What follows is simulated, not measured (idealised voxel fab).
Name of the process module below: voxel wiring stack
We display cut, a cross-section 280 nm in width whose square cells are each 5 nm.
A cross-section in this document is a grid of square cells, and it is written down as bands, the top band listed before the ones below it; a band is made up of one or more rows of cells. Band entry format. Leading values: height of top, height of bottom, nm. Remainder: materials in left-to-right order, each with its width in nm. Special words: "full width" on a single material, which then fills the band edge to edge; "blank", empty space. The reference from which all heights are counted is 0, the level beneath which the as-received wafer is entirely one material; the lowest band, having no lower bound, proceeds downward and is written after the example "0 -> down". So if you see something like "30..40" for the width, read it as the top row of the band sitting at the first number and the bottom row at the second, with every row in between moving by the same amount as the last. Given "left unchanged" for a step, no cell of the cross-section differs between before and after that step. Empty spaces counting at least 8 cells and having no open way to the top are listed in "Fully enclosed voids". The notation width x height at distance is used for each, the distance being from the left edge and all three values in nm. On a step's line, text after the settings is the simulator commenting on that step. The line of a step may include "overlay nm". On a step with a mask, this value is how far to the right of its planned place the mask lay. A negative value means the mask lay to the left.

-- These are the steps we planned for the process
1) RECEIVE (material Si)
2) CONFORMAL_DEP (material SiO2; thk nm 15)
3) CONFORMAL_DEP (material SiN; thk nm 5)
4) DIRECTIONAL_DEP (material lowk; thk nm 20)
5) DIRECTIONAL_DEP (material aC; thk nm 10)
6) PATTERN (tone open; mask id METAL_1; material resist; width nm 25; pitch nm 45; thk nm 25; overlay nm 0)
7) DIRECTIONAL_ETCH (etch materials aC; depth nm 10)
8) STRIP (etch materials resist)
9) DIRECTIONAL_ETCH (etch materials lowk; depth nm 20)
10) DIRECTIONAL_ETCH (etch materials SiN; depth nm 5)
11) STRIP (etch materials aC)
12) CONFORMAL_DEP (material TiN; thk nm 5)
13) FILL_DEP (material Ru; thk nm 5)
14) CMP (height nm 40)
15) CONFORMAL_DEP (material SiCN; thk nm 5)
16) DIRECTIONAL_DEP (material lowk; thk nm 10)
17) MASKED_ETCH (tone open; mask id PLUG_1; width nm 15; pitch nm 45; etch materials lowk; depth nm 10; overlay nm 0)
18) MASKED_ETCH (tone open; mask id PLUG_1; width nm 15; pitch nm 45; etch materials SiCN; depth nm 5; overlay nm 0)
19) EPI (material Ru; thk nm 10)
20) EPI (material Ru; thk nm 5)
21) CONFORMAL_DEP (material SiN; thk nm 5)
22) DIRECTIONAL_DEP (material SiO2; thk nm 15)
23) PATTERN (tone open; mask id METAL_2; material resist; width nm 25; pitch nm 45; thk nm 20; overlay nm 0)
24) DIRECTIONAL_ETCH (etch materials SiO2; depth nm 15)
25) DIRECTIONAL_ETCH (etch materials SiN; depth nm 5)
26) STRIP (etch materials resist)
27) CONFORMAL_DEP (material TiN; thk nm 5)
28) FILL_DEP (material Cu; thk nm 5)
29) CMP (height nm 75)
30) CONFORMAL_DEP (material SiN; thk nm 5)

-- Incoming wafer in cross-section (state: after step 1)
- 0 -> down  Si full width
- Fully enclosed voids: none

-- End state of the module in cross-section, given the above starting point and plan and one mistake in execution
- 80 -> 75  SiN full width
- 75 -> 60  75 nm Cu; 5 nm TiN; 25 nm SiO2; 5 nm TiN; 10 nm Cu; 5 nm TiN; 25 nm SiO2; 5 nm TiN; 10 nm Cu; 5 nm TiN; 25 nm SiO2; 5 nm TiN; 80 nm Cu
- 60 -> 55  80 nm TiN; 25 nm SiN; 20 nm TiN; 25 nm SiN; 20 nm TiN; 25 nm SiN; 85 nm TiN
- 55 -> 45  80 nm lowk; 15 nm Ru; 30 nm lowk; 15 nm Ru; 30 nm lowk; 15 nm Ru; 95 nm lowk
- 45 -> 40  80 nm SiCN; 15 nm Ru; 30 nm SiCN; 15 nm Ru; 30 nm SiCN; 15 nm Ru; 95 nm SiCN
- 40 -> 20  80 nm lowk; 5 nm TiN; 15 nm Ru; 5 nm TiN; 20 nm lowk; 5 nm TiN; 15 nm Ru; 5 nm TiN; 20 nm lowk; 5 nm TiN; 15 nm Ru; 5 nm TiN; 85 nm lowk
- 20 -> 15  80 nm SiN; 25 nm TiN; 20 nm SiN; 25 nm TiN; 20 nm SiN; 25 nm TiN; 85 nm SiN
- 15 -> 0  SiO2 full width
- 0 -> down  Si full width
- Fully enclosed voids: none
Here's what went sideways: the process deviated at step 23: the operation and settings actually run there were PATTERN (tone cover; mask id METAL_2; material resist; width nm 25; pitch nm 45; thk nm 20; overlay nm 0)
